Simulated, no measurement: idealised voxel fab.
Title: Process Module voxel transistor to metal
In the cross-section labelled cut, the width is 165 nm and each square cell is 5 nm.
Heads up, the way a cross-section reads in here is a grid of square cells, handed over as bands from the top down, with every band being one or more rows of cells. Heads up on the band format: heights come first, top then bottom, in nm. After that it's the materials left to right, each with its width in nm. A single material flagged "everywhere" fills the whole band edge to edge, and "empty" means there's empty space there. Height is counted from the level 0, under which the received wafer is composed throughout of one material. The lowest of the bands is not closed at the bottom but continues downward, in the notation "0 -> down". The two numbers in a width such as "30 to 40" mark its ends across the band: the first belongs to the top row of cells, the second to the bottom row, and from each row to the next the width moves by the same amount. "same as before" -> step changed no cross-section cell. Basically, "Fully sealed voids" tells you about the enclosed voids: empty spaces with no open way to the top, 8 cells or bigger, each written width x height at distance, where distance is from the left edge, all in nm. Step line, after settings: the simulator's comment on this step. overlay nm: step with mask; distance mask lay right of planned place; negative value = left of planned place.

The planned process steps are enumerated hereunder
| 1 | RECEIVE,material Si |
| 2 | OXIDIZE,depth nm 5 |
| 3 | CONFORMAL_DEP,material SiN,thk nm 15 |
| 4 | MASKED_ETCH,tone cover,mask id ACTIVE,width nm 105,etch materials SiN,depth nm 15,overlay nm 0 |
| 5 | MASKED_ETCH,tone cover,mask id ACTIVE,width nm 105,etch materials SiO2,depth nm 5,overlay nm 0 |
| 6 | MASKED_ETCH,tone cover,mask id ACTIVE,width nm 105,etch materials Si,depth nm 35,overlay nm 0 |
| 7 | FILL_DEP,material SiO2,thk nm 10 |
| 8 | CMP,height nm 15 |
| 9 | SELECTIVE_ETCH,etch materials SiO2,depth nm 15 |
| 10 | STRIP,etch materials SiN |
| 11 | SELECTIVE_ETCH,etch materials SiO2,depth nm 5 |
| 12 | OXIDIZE,depth nm 5 |
| 13 | DIRECTIONAL_DEP,material polySi,thk nm 20 |
| 14 | DIRECTIONAL_DEP,material SiCN,thk nm 15 |
| 15 | PATTERN,tone cover,mask id GATE,material resist,width nm 15,thk nm 15,overlay nm 0 |
| 16 | DIRECTIONAL_ETCH,etch materials SiCN,depth nm 25 |
| 17 | DIRECTIONAL_ETCH,etch materials polySi,depth nm 30 |
| 18 | STRIP,etch materials resist |
| 19 | CONFORMAL_DEP,material SiN,thk nm 5 |
| 20 | DIRECTIONAL_ETCH,etch materials SiN,depth nm 5 |
| 21 | DIRECTIONAL_ETCH,etch materials SiO2,depth nm 5 |
| 22 | DIRECTIONAL_ETCH,etch materials Si,depth nm 5 |
| 23 | EPI,material SiGe,thk nm 15 |
| 24 | FILL_DEP,material SiO2,thk nm 5 |
| 25 | CMP,height nm 30 |
| 26 | DIRECTIONAL_DEP,material SiO2,thk nm 10 |
| 27 | DIRECTIONAL_DEP,material aC,thk nm 10 |
| 28 | PATTERN,tone open,mask id CONTACT,material resist,width nm 20,pitch nm 75,thk nm 25,overlay nm 0 |
| 29 | DIRECTIONAL_ETCH,etch materials aC,depth nm 10 |
| 30 | STRIP,etch materials resist |
| 31 | DIRECTIONAL_ETCH,etch materials SiO2,depth nm 50 |
| 32 | STRIP,etch materials aC |
| 33 | CONFORMAL_DEP,material TiN,thk nm 5 |
| 34 | FILL_DEP,material Ru,thk nm 5 |
| 35 | CMP,height nm 40 |
| 36 | DIRECTIONAL_DEP,material TiN,thk nm 5 |
| 37 | DIRECTIONAL_DEP,material Ru,thk nm 25 |
| 38 | PATTERN,tone cover,mask id METAL_1,material resist,width nm 20,pitch nm 75,thk nm 15,overlay nm 0 |
| 39 | DIRECTIONAL_ETCH,etch materials Ru,depth nm 25 |
| 40 | DIRECTIONAL_ETCH,etch materials TiN,depth nm 5 |
| 41 | STRIP,etch materials resist |
| 42 | CONFORMAL_DEP,material SiCN,thk nm 5 |
| 43 | FILL_DEP,material SiO2,thk nm 10 |
| 44 | CMP,height nm 70 |
| 45 | CONFORMAL_DEP,material SiN,thk nm 5 |
Variable across wafers: step 22 depth nm (plan value is that of the first wafer; starting state common to all).

As received, i.e. after step 1: cross-section through the first of several wafers
	0 -> down  Si everywhere
	Fully sealed voids: none

Last step of the module is step 45; after it, the first of several wafers in cross-section
	75 -> 70  SiN everywhere
	70 -> 45  SiO2 (30) | SiCN (5) | Ru (20) | SiCN (5) | SiO2 (45) | SiCN (5) | Ru (20) | SiCN (5) | SiO2 (30)
	45 -> 40  SiCN (35) | TiN (20) | SiCN (55) | TiN (20) | SiCN (35)
	40 -> 30  SiO2 (35) | TiN (5) | Ru (10) | TiN (5) | SiO2 (55) | TiN (5) | Ru (10) | TiN (5) | SiO2 (35)
	30 -> 15  SiO2 (35) | TiN (5) | Ru (10) | TiN (5) | SiO2 (15) | SiN (5) | SiCN (15) | SiN (5) | SiO2 (15) | TiN (5) | Ru (10) | TiN (5) | SiO2 (35)
	15 -> 5  SiO2 (35) | TiN (5) | Ru (10) | TiN (5) | SiO2 (15) | SiN (5) | polySi (15) | SiN (5) | SiO2 (15) | TiN (5) | Ru (10) | TiN (5) | SiO2 (35)
	5 -> 0  SiO2 (35) | TiN (20) | SiGe (15) | SiN (5) | polySi (15) | SiN (5) | SiGe (15) | TiN (20) | SiO2 (35)
	0 -> -5  SiO2 (20) | SiGe (50) | SiN (5) | polySi (15) | SiN (5) | SiGe (50) | SiO2 (20)
	-5 -> -10  SiO2 (20) | SiGe (50) | SiO2 (25) | SiGe (50) | SiO2 (20)
	-10 -> -15  SiO2 (30) | SiGe (40) | Si (25) | SiGe (40) | SiO2 (30)
	-15 -> -40  SiO2 (30) | Si (105) | SiO2 (30)
	-40 -> down  Si everywhere
	Fully sealed voids: none

At the end of the module, the last of several wafers in cross-section
	75 -> 70  SiN everywhere
	70 -> 45  SiO2 (30) | SiCN (5) | Ru (20) | SiCN (5) | SiO2 (45) | SiCN (5) | Ru (20) | SiCN (5) | SiO2 (30)
	45 -> 40  SiCN (35) | TiN (20) | SiCN (55) | TiN (20) | SiCN (35)
	40 -> 30  SiO2 (35) | TiN (5) | Ru (10) | TiN (5) | SiO2 (55) | TiN (5) | Ru (10) | TiN (5) | SiO2 (35)
	30 -> 15  SiO2 (35) | TiN (5) | Ru (10) | TiN (5) | SiO2 (15) | SiN (5) | SiCN (15) | SiN (5) | SiO2 (15) | TiN (5) | Ru (10) | TiN (5) | SiO2 (35)
	15 -> 5  SiO2 (35) | TiN (5) | Ru (10) | TiN (5) | SiO2 (15) | SiN (5) | polySi (15) | SiN (5) | SiO2 (15) | TiN (5) | Ru (10) | TiN (5) | SiO2 (35)
	5 -> -5  SiO2 (35) | TiN (5) | Ru (10) | TiN (5) | SiGe (15) | SiN (5) | polySi (15) | SiN (5) | SiGe (15) | TiN (5) | Ru (10) | TiN (5) | SiO2 (35)
	-5 -> -10  SiO2 (35) | TiN (20) | SiGe (15) | SiO2 (25) | SiGe (15) | TiN (20) | SiO2 (35)
	-10 -> -25  SiO2 (55) | SiGe (15) | Si (25) | SiGe (15) | SiO2 (55)
	-25 -> -40  SiO2 (30) | SiGe (40) | Si (25) | SiGe (40) | SiO2 (30)
	-40 -> down  Si everywhere
	Fully sealed voids: none

Below, a row for every wafer. Read it as the end-of-module picture: for each material the wafer shows its cells gained (+) or lost (-) since it was received, and then its closed voids
depth nm 5 | +68 Ru | -154 Si | +54 SiCN | +62 SiGe | +47 SiN | +362 SiO2 | +44 TiN | +12 polySi | Fully sealed voids: none
depth nm 10 | +72 Ru | -170 Si | +54 SiCN | +62 SiGe | +47 SiN | +370 SiO2 | +48 TiN | +12 polySi | Fully sealed voids: none
depth nm 15 | +76 Ru | -186 Si | +54 SiCN | +66 SiGe | +47 SiN | +374 SiO2 | +52 TiN | +12 polySi | Fully sealed voids: none
depth nm 20 | +76 Ru | -202 Si | +54 SiCN | +72 SiGe | +47 SiN | +384 SiO2 | +52 TiN | +12 polySi | Fully sealed voids: none
depth nm 25 | +76 Ru | -218 Si | +54 SiCN | +78 SiGe | +47 SiN | +394 SiO2 | +52 TiN | +12 polySi | Fully sealed voids: none
depth nm 30 | +76 Ru | -234 Si | +54 SiCN | +84 SiGe | +47 SiN | +404 SiO2 | +52 TiN | +12 polySi | Fully sealed voids: none
